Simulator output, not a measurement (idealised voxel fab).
voxel self aligned vias: a process module
The cross-section on display is named cut; it measures 160 nm wide, and its cells are 5 nm squares.
Cross-section = grid of square cells, listed top down in bands; band = one or more rows.
Within each band entry, the heights of the top and of the bottom of the band appear first, in that order and in nm; the materials of the band then follow from left to right, each with its corresponding width in nm. The designation "full width" on a single material indicates that it fills the band from edge to edge; the designation "air" indicates empty space.
Basically, 0 is our baseline, since under it the wafer straight out of the box is all one material. The bottom band has no lower end and keeps on going down, so it looks like "0 and below".
Top row gets the first number, bottom row gets the second, and each row in between changes by the same step: that is how a band width like "30..40" works.
Where a step carries "no alteration", the cross-section came out of it unchanged, cell for cell.
Basically, "Sealed voids" tells you about the enclosed voids: empty spaces with no open way to the top, 8 cells or bigger, each written width x height at distance, where distance is from the left edge, all in nm.
The remark found on a step's line after its settings is issued by the simulator itself and pertains to that step.
"overlay nm" on a masked step: distance the mask lay right of its planned place, negative for left.
### plan
1: RECEIVE | material Si
2: CONFORMAL_DEP | material SiO2 | thk nm 15
3: CONFORMAL_DEP | material SiCN | thk nm 5
4: DIRECTIONAL_DEP | material SiO2 | thk nm 30
5: DIRECTIONAL_DEP | material aC | thk nm 10
6: PATTERN | tone open | mask id LINES | material resist | width nm 20 | pitch nm 55 | thk nm 25 | overlay nm 0
7: DIRECTIONAL_ETCH | etch materials aC | depth nm 5
8: STRIP | etch materials resist
9: DIRECTIONAL_ETCH | etch materials SiO2 | depth nm 30
10: STRIP | etch materials aC
11: CONFORMAL_DEP | material TiN | thk nm 5
12: FILL_DEP | material Ru | thk nm 10
13: CMP | height nm 50
14: SELECTIVE_ETCH | etch materials W Ru TiN | depth nm 10
15: FILL_DEP | material SiN | thk nm 10
16: CMP | height nm 50
17: DIRECTIONAL_DEP | material SiO2 | thk nm 20
18: PATTERN | tone open | mask id VIAS | material resist | width nm 30 | thk nm 20 | overlay nm 0
19: DIRECTIONAL_ETCH | etch materials SiO2 | depth nm 20
20: DIRECTIONAL_ETCH | etch materials SiN | depth nm 10
21: STRIP | etch materials resist
22: CONFORMAL_DEP | material TiN | thk nm 5
23: FILL_DEP | material Cu | thk nm 5
24: CMP | height nm 70
25: CONFORMAL_DEP | material SiN | thk nm 5
Across this set of wafers, the varied parameter is the depth nm of step 7. Starting conditions are identical for every wafer, and the plan reports the value assigned to the first wafer.
### Cross-section of the first of several wafers on receipt, reflecting completion of step 1
  0 and below | Si full width
  Sealed voids: none
### So in this table every wafer gets its own row, and what you see is where it stands at the end of the module: for each material, how many cells it picked up (+) or gave up (-) since we received it, and after that its closed voids
depth nm 5; +12 Cu; +32 SiCN; +32 SiN; +392 SiO2; +12 TiN; Sealed voids: none
depth nm 10; +16 Cu; +12 Ru; +32 SiCN; +40 SiN; +344 SiO2; +36 TiN; Sealed voids: none
depth nm 15; +16 Cu; +12 Ru; +32 SiCN; +40 SiN; +344 SiO2; +36 TiN; Sealed voids: none
depth nm 20; +16 Cu; +12 Ru; +32 SiCN; +40 SiN; +344 SiO2; +36 TiN; Sealed voids: none
depth nm 25; +16 Cu; +12 Ru; +32 SiCN; +40 SiN; +344 SiO2; +36 TiN; Sealed voids: none
